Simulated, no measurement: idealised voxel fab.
Name of the process module below: voxel tone inversion
FYI the section here is cut, 265 nm wide, cells are 5 nm squares.
A cross-section in this document is a grid of square cells, and it is written down as bands, the top band listed before the ones below it; a band is made up of one or more rows of cells.
Each band's line starts with the height of the band's top and of its bottom, in nm. Then come its materials from left to right, each with its width in nm. One material with "full width" fills the band from edge to edge. "blank" is empty space.
Zero point of the height axis is 0; under it, received wafer = one material. Lowest band: continues down indefinitely, "0..down".
The width entry "30 to 40" should be interpreted row by row: the top row of cells in the band takes the first number, the bottom row takes the second number, and the change between adjacent rows is uniform throughout.
The cross-section has no changed cell in any step marked "no modification".
Voids not open to the top, 8 cells minimum: see "Fully closed voids". Written width x height at distance; distance is from the left edge; nm.
On each step's line, the part that comes after the settings is the simulator's own comment on the step.
overlay nm: mask offset rightward from planned place, masked step; negative means leftward offset.
PLANNED STEP LIST FOR THE PROCESS
- 1: RECEIVE: material Si
- 2: CONFORMAL_DEP: material SiN, thk nm 10
- 3: DIRECTIONAL_DEP: material polySi, thk nm 20
- 4: PATTERN: tone cover, mask id POSTS, material resist, width nm 15, pitch nm 40, thk nm 30, overlay nm 0
- 5: DIRECTIONAL_ETCH: etch materials polySi, depth nm 20
- 6: STRIP: etch materials resist
- 7: FILL_DEP: material lowk, thk nm 10
- 8: CMP: height nm 30
- 9: STRIP: etch materials polySi
CROSS-SECTIONAL VIEW OF THE WAFER IN ITS AS-RECEIVED CONDITION, CORRESPONDING TO THE STATE AFTER STEP 1
> 0..down: Si full width
> Fully closed voids: none
HERE'S THE CROSS-SECTION OF THE FIRST OF OUR TWO WAFERS AT THE END OF THE MODULE - IT RAN AS PLANNED
> 30..10: lowk=65; blank=15; lowk=25; blank=15; lowk=25; blank=15; lowk=25; blank=15; lowk=65
> 10..0: SiN full width
> 0..down: Si full width
> Fully closed voids: none
THIS IS THE SECOND OF THE TWO WAFERS, CROSS-SECTIONED AT THE END OF THE MODULE; IT STARTED EXACTLY LIKE THE FIRST AND WAS GIVEN THE SAME PLAN, BUT IT WAS RUN WITH ONE MISTAKE
> 30..10: blank=65; polySi=15; blank=25; polySi=15; blank=25; polySi=15; blank=25; polySi=15; blank=65
> 10..0: SiN full width
> 0..down: Si full width
> Fully closed voids: none
Nonconformance to the process plan: not per plan at step 9, really ran STRIP: etch materials lowk
Final cells, second wafer relative to first, materials higher or lower: 164 fewer of lowk | 48 more of polySi
